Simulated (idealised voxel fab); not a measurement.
The name of this process module is voxel gate over fins.
Displayed cross-section: cut, width of 295 nm, square cells sized 5 nm.
Reading order for cross-sections: top band down to bottom band. Underlying form: a grid of square cells. Band size: one or more rows of cells. This entry defines a band. It first specifies the height of the band's top and the height of its bottom in nm, and then specifies the band's materials from left to right, stating each material with its width in nm. The word "edge to edge" identifies a single material that fills the band from edge to edge, while the word "blank" identifies empty space. Heights from 0 (as-received wafer is one material below). Bottom band endless downward, as "top 0, no bottom". Width: "30->40" (first number = top row, second number = bottom row, same change from row to row of cells). Reading "nothing was modified" for a step: not a cell of the cross-section changed in it. This entry, "Enclosed internal voids", enumerates those empty regions of no fewer than 8 cells that possess no open connection to the top. Each region is reported in the form width x height at distance, the distance being taken from the left edge, with all three quantities expressed in nm. It should be noted that, on the line of a given step, the content following the step's settings is a remark produced by the simulator itself with respect to that step. Regarding "overlay nm": on a step with a mask, it is the distance the mask lay to the right of its planned place; a negative value places it to the left.
-- The process steps that were planned are listed below
1. RECEIVE [material Si]
2. CONFORMAL_DEP [material SiN] [thk nm 10]
3. PATTERN [tone cover] [mask id FINS] [material resist] [width nm 15] [pitch nm 45] [thk nm 20] [overlay nm 0]
4. DIRECTIONAL_ETCH [etch materials SiN] [depth nm 10]
5. DIRECTIONAL_ETCH [etch materials Si] [depth nm 40]
6. STRIP [etch materials resist]
7. OXIDIZE [depth nm 5]
8. FILL_DEP [material SiO2] [thk nm 15]
9. CMP [height nm 10]
10. SELECTIVE_ETCH [etch materials SiO2] [depth nm 20]
11. STRIP [etch materials SiN]
12. CONFORMAL_DEP [material HfO2] [thk nm 5]
13. CONFORMAL_DEP [material TiN] [thk nm 5]
14. FILL_DEP [material W] [thk nm 10]
15. CMP [height nm 15]
16. CONFORMAL_DEP [material SiN] [thk nm 10]
-- First wafer of two (run as planned)
-- As received (post step 1): cross-section
* top 0, no bottom  Si edge to edge
* Enclosed internal voids: none
-- The wafer in cross-section once step 2 is complete
* top 10, bottom 0  SiN edge to edge
* Anything lower than 0 is untouched.
-- The wafer in cross-section once step 3 is complete
* top 30, bottom 10  115 nm blank  15 nm resist  30 nm blank  15 nm resist  120 nm blank
* Anything lower than 10 is untouched.
-- The wafer in cross-section once step 4 is complete
* top 30, bottom 10  115 nm blank  15 nm resist  30 nm blank  15 nm resist  120 nm blank
* top 10, bottom 0  115 nm blank  15 nm SiN  30 nm blank  15 nm SiN  120 nm blank
* Anything lower than 0 is untouched.
-- The wafer in cross-section once step 5 is complete
* top 30, bottom 10  115 nm blank  15 nm resist  30 nm blank  15 nm resist  120 nm blank
* top 10, bottom 0  115 nm blank  15 nm SiN  30 nm blank  15 nm SiN  120 nm blank
* top 0, bottom -40  115 nm blank  15 nm Si  30 nm blank  15 nm Si  120 nm blank
* Anything lower than -40 is untouched.
-- The wafer in cross-section once step 6 is complete
* top 10, bottom 0  115 nm blank  15 nm SiN  30 nm blank  15 nm SiN  120 nm blank
* Anything lower than 0 is untouched.
-- The wafer in cross-section once step 7 is complete
* top 10, bottom 0  115 nm blank  15 nm SiN  30 nm blank  15 nm SiN  120 nm blank
* top 0, bottom -40  115 nm blank  5 nm SiO2  5 nm Si  5 nm SiO2  30 nm blank  5 nm SiO2  5 nm Si  5 nm SiO2  120 nm blank
* top -40, bottom -45  120 nm SiO2  5 nm Si  40 nm SiO2  5 nm Si  125 nm SiO2
* Anything lower than -45 is untouched.
-- The wafer in cross-section once step 8 is complete
* top 25, bottom 10  SiO2 edge to edge
* top 10, bottom 0  115 nm SiO2  15 nm SiN  30 nm SiO2  15 nm SiN  120 nm SiO2
* top 0, bottom -45  120 nm SiO2  5 nm Si  40 nm SiO2  5 nm Si  125 nm SiO2
* Anything lower than -45 is untouched.
-- The wafer in cross-section once step 9 is complete
* top 10, bottom 0  115 nm SiO2  15 nm SiN  30 nm SiO2  15 nm SiN  120 nm SiO2
* Anything lower than 0 is untouched.
-- The wafer in cross-section once step 10 is complete
* top 10, bottom 0  115 nm blank  15 nm SiN  30 nm blank  15 nm SiN  120 nm blank
* top 0, bottom -10  120 nm blank  5 nm Si  40 nm blank  5 nm Si  125 nm blank
* Anything lower than -10 is untouched.
-- The wafer in cross-section once step 11 is complete
* top 0, bottom -10  120 nm blank  5 nm Si  40 nm blank  5 nm Si  125 nm blank
* Anything lower than -10 is untouched.
-- The wafer in cross-section once step 12 is complete
* top 5, bottom 0  115 nm blank  15 nm HfO2  30 nm blank  15 nm HfO2  120 nm blank
* top 0, bottom -5  115 nm blank  5 nm HfO2  5 nm Si  5 nm HfO2  30 nm blank  5 nm HfO2  5 nm Si  5 nm HfO2  120 nm blank
* top -5, bottom -10  120 nm HfO2  5 nm Si  40 nm HfO2  5 nm Si  125 nm HfO2
* Anything lower than -10 is untouched.
-- The wafer in cross-section once step 13 is complete
* top 10, bottom 5  110 nm blank  25 nm TiN  20 nm blank  25 nm TiN  115 nm blank
* top 5, bottom 0  110 nm blank  5 nm TiN  15 nm HfO2  5 nm TiN  20 nm blank  5 nm TiN  15 nm HfO2  5 nm TiN  115 nm blank
* top 0, bottom -5  115 nm TiN  5 nm HfO2  5 nm Si  5 nm HfO2  30 nm TiN  5 nm HfO2  5 nm Si  5 nm HfO2  120 nm TiN
* Anything lower than -5 is untouched.
-- The wafer in cross-section once step 14 is complete
* top 20, bottom 10  W edge to edge
* top 10, bottom 5  110 nm W  25 nm TiN  20 nm W  25 nm TiN  115 nm W
* top 5, bottom 0  110 nm W  5 nm TiN  15 nm HfO2  5 nm TiN  20 nm W  5 nm TiN  15 nm HfO2  5 nm TiN  115 nm W
* Anything lower than 0 is untouched.
-- The wafer in cross-section once step 15 is complete
* top 15, bottom 10  W edge to edge
* Anything lower than 10 is untouched.
-- The wafer in cross-section once step 16 is complete
* top 25, bottom 15  SiN edge to edge
* Anything lower than 15 is untouched.
-- It is to be noted that the second wafer proceeded from the same initial state and according to the same plan as the first, although one mistake was committed in its execution; through step 2, inclusive, the two wafers share an identical history
-- What the second wafer looks like in cross-section when step 3 should have wrapped up
* top 30, bottom 10  125 nm blank  15 nm resist  30 nm blank  15 nm resist  110 nm blank
* Anything lower than 10 is untouched.
-- What the second wafer looks like in cross-section when step 4 should have wrapped up
* top 30, bottom 10  125 nm blank  15 nm resist  30 nm blank  15 nm resist  110 nm blank
* top 10, bottom 0  125 nm blank  15 nm SiN  30 nm blank  15 nm SiN  110 nm blank
* Anything lower than 0 is untouched.
-- What the second wafer looks like in cross-section when step 5 should have wrapped up
* top 30, bottom 10  125 nm blank  15 nm resist  30 nm blank  15 nm resist  110 nm blank
* top 10, bottom 0  125 nm blank  15 nm SiN  30 nm blank  15 nm SiN  110 nm blank
* top 0, bottom -40  125 nm blank  15 nm Si  30 nm blank  15 nm Si  110 nm blank
* Anything lower than -40 is untouched.
-- What the second wafer looks like in cross-section when step 6 should have wrapped up
* top 10, bottom 0  125 nm blank  15 nm SiN  30 nm blank  15 nm SiN  110 nm blank
* Anything lower than 0 is untouched.
-- What the second wafer looks like in cross-section when step 7 should have wrapped up
* top 10, bottom 0  125 nm blank  15 nm SiN  30 nm blank  15 nm SiN  110 nm blank
* top 0, bottom -40  125 nm blank  5 nm SiO2  5 nm Si  5 nm SiO2  30 nm blank  5 nm SiO2  5 nm Si  5 nm SiO2  110 nm blank
* top -40, bottom -45  130 nm SiO2  5 nm Si  40 nm SiO2  5 nm Si  115 nm SiO2
* Anything lower than -45 is untouched.
-- What the second wafer looks like in cross-section when step 8 should have wrapped up
* top 25, bottom 10  SiO2 edge to edge
* top 10, bottom 0  125 nm SiO2  15 nm SiN  30 nm SiO2  15 nm SiN  110 nm SiO2
* top 0, bottom -45  130 nm SiO2  5 nm Si  40 nm SiO2  5 nm Si  115 nm SiO2
* Anything lower than -45 is untouched.
-- What the second wafer looks like in cross-section when step 9 should have wrapped up
* top 10, bottom 0  125 nm SiO2  15 nm SiN  30 nm SiO2  15 nm SiN  110 nm SiO2
* Anything lower than 0 is untouched.
-- What the second wafer looks like in cross-section when step 10 should have wrapped up
* top 10, bottom 0  125 nm blank  15 nm SiN  30 nm blank  15 nm SiN  110 nm blank
* top 0, bottom -10  130 nm blank  5 nm Si  40 nm blank  5 nm Si  115 nm blank
* Anything lower than -10 is untouched.
-- What the second wafer looks like in cross-section when step 11 should have wrapped up
* top 0, bottom -10  130 nm blank  5 nm Si  40 nm blank  5 nm Si  115 nm blank
* Anything lower than -10 is untouched.
-- What the second wafer looks like in cross-section when step 12 should have wrapped up
* top 5, bottom 0  125 nm blank  15 nm HfO2  30 nm blank  15 nm HfO2  110 nm blank
* top 0, bottom -5  125 nm blank  5 nm HfO2  5 nm Si  5 nm HfO2  30 nm blank  5 nm HfO2  5 nm Si  5 nm HfO2  110 nm blank
* top -5, bottom -10  130 nm HfO2  5 nm Si  40 nm HfO2  5 nm Si  115 nm HfO2
* Anything lower than -10 is untouched.
-- What the second wafer looks like in cross-section when step 13 should have wrapped up
* top 10, bottom 5  120 nm blank  25 nm TiN  20 nm blank  25 nm TiN  105 nm blank
* top 5, bottom 0  120 nm blank  5 nm TiN  15 nm HfO2  5 nm TiN  20 nm blank  5 nm TiN  15 nm HfO2  5 nm TiN  105 nm blank
* top 0, bottom -5  125 nm TiN  5 nm HfO2  5 nm Si  5 nm HfO2  30 nm TiN  5 nm HfO2  5 nm Si  5 nm HfO2  110 nm TiN
* Anything lower than -5 is untouched.
-- What the second wafer looks like in cross-section when step 14 should have wrapped up
* top 20, bottom 10  W edge to edge
* top 10, bottom 5  120 nm W  25 nm TiN  20 nm W  25 nm TiN  105 nm W
* top 5, bottom 0  120 nm W  5 nm TiN  15 nm HfO2  5 nm TiN  20 nm W  5 nm TiN  15 nm HfO2  5 nm TiN  105 nm W
* Anything lower than 0 is untouched.
-- What the second wafer looks like in cross-section when step 15 should have wrapped up
* top 15, bottom 10  W edge to edge
* Anything lower than 10 is untouched.
-- What the second wafer looks like in cross-section when step 16 should have wrapped up
* top 25, bottom 15  SiN edge to edge
* Anything lower than 15 is untouched.
So what did we get wrong on this run? the process deviated at step 3: the operation and settings actually run there were PATTERN [tone cover] [mask id FINS] [material resist] [width nm 15] [pitch nm 45] [thk nm 20] [overlay nm 10]
Comparing end states, the material composition by cell count is preserved from the first wafer to the second, while the locations of the cells are not.
